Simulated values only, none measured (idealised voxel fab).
Documented hereafter: the process module known as voxel ribs on slabs.
We display cut, a cross-section 250 nm in width whose square cells are each 5 nm.
Each cross-section below is a grid of square cells, stated as bands in top-down order, with one or more rows of cells making up each band. Read a band's entry like this: the first values are the height of its top and the height of its bottom in nm, and what follows is the sequence of materials from left to right, each with its width in nm. Note that "blank" is empty space, and that a single material marked "all across" reaches across the band from edge to edge. All heights in this document are referenced to 0, defined as the level beneath which the wafer, as received, consists entirely of one material. The lowest band is not bounded below; it extends indefinitely downward and is written in the form "from 0 down". Per-row width for "30 to 40": begins at first number (top row of band), ends at second number (bottom row), increment between rows held constant. Any step labelled "stayed the same" changed none of the cells in the cross-section. Voids not open to the top, 8 cells minimum: see "Closed voids list". Written width x height at distance; distance is from the left edge; nm. after a step's settings: what the simulator itself notes on the step. overlay nm: how far to the right of its planned place the mask lay on this masked step (negative: to the left).

[Process steps (planned)]
- 1: RECEIVE (material Si)
- 2: DIRECTIONAL_DEP (material SiO2; thk nm 30)
- 3: DIRECTIONAL_DEP (material SiN; thk nm 15)
- 4: PATTERN (tone cover; mask id RIB; material resist; width nm 25; thk nm 15; overlay nm 0)
- 5: DIRECTIONAL_ETCH (etch materials SiN; depth nm 5)
- 6: STRIP (etch materials resist)
- 7: MASKED_ETCH (tone cover; mask id SLAB; width nm 55; etch materials SiN; depth nm 10; overlay nm 0)
- 8: FILL_DEP (material SiO2; thk nm 20)
- 9: CMP (height nm 60)
- 10: DIRECTIONAL_DEP (material W; thk nm 5)
- 11: MASKED_ETCH (tone cover; mask id HEATER; width nm 35; etch materials W; depth nm 5; overlay nm 0)
- 12: CONFORMAL_DEP (material SiN; thk nm 10)

[First of two wafers - as planned]

[Cross-section of the wafer as it came to us, i.e., already through step 1]
    from 0 down = Si all across
    Closed voids list: none

[State of the wafer after step 2, shown in cross-section]
    from 30 to 0 = SiO2 all across
    At heights below 0, the structure remains unaltered.

[State of the wafer after step 3, shown in cross-section]
    from 45 to 30 = SiN all across
    At heights below 30, the structure remains unaltered.

[State of the wafer after step 4, shown in cross-section]
    from 60 to 45 = blank 110 nm, resist 25 nm, blank 115 nm
    At heights below 45, the structure remains unaltered.

[State of the wafer after step 5, shown in cross-section]
    from 60 to 45 = blank 110 nm, resist 25 nm, blank 115 nm
    from 45 to 40 = blank 110 nm, SiN 25 nm, blank 115 nm
    At heights below 40, the structure remains unaltered.

[State of the wafer after step 6, shown in cross-section]
    from 45 to 40 = blank 110 nm, SiN 25 nm, blank 115 nm
    At heights below 40, the structure remains unaltered.

[State of the wafer after step 7, shown in cross-section]
    from 45 to 40 = blank 110 nm, SiN 25 nm, blank 115 nm
    from 40 to 30 = blank 95 nm, SiN 55 nm, blank 100 nm
    At heights below 30, the structure remains unaltered.

[State of the wafer after step 8, shown in cross-section]
    from 65 to 45 = SiO2 all across
    from 45 to 40 = SiO2 110 nm, SiN 25 nm, SiO2 115 nm
    from 40 to 30 = SiO2 95 nm, SiN 55 nm, SiO2 100 nm
    At heights below 30, the structure remains unaltered.

[State of the wafer after step 9, shown in cross-section]
    from 60 to 45 = SiO2 all across
    At heights below 45, the structure remains unaltered.

[State of the wafer after step 10, shown in cross-section]
    from 65 to 60 = W all across
    At heights below 60, the structure remains unaltered.

[State of the wafer after step 11, shown in cross-section]
    from 65 to 60 = blank 105 nm, W 35 nm, blank 110 nm
    At heights below 60, the structure remains unaltered.

[State of the wafer after step 12, shown in cross-section]
    from 75 to 70 = blank 95 nm, SiN 55 nm, blank 100 nm
    from 70 to 65 = SiN all across
    from 65 to 60 = SiN 105 nm, W 35 nm, SiN 110 nm
    At heights below 60, the structure remains unaltered.

[Wafer two: like wafer one in start and plan, but with one mistake in execution; identical up to and including step 11]

[Second wafer shown in cross-section at the time step 12 was slated to end]
    from 70 to 65 = blank 100 nm, SiN 45 nm, blank 105 nm
    from 65 to 60 = SiN 105 nm, W 35 nm, SiN 110 nm
    At heights below 60, the structure remains unaltered.
Run error: step 12 off recipe, ran as CONFORMAL_DEP (material SiN; thk nm 5)
At the finish, the second wafer shows more or fewer cells for some materials than the first does: -52 SiN
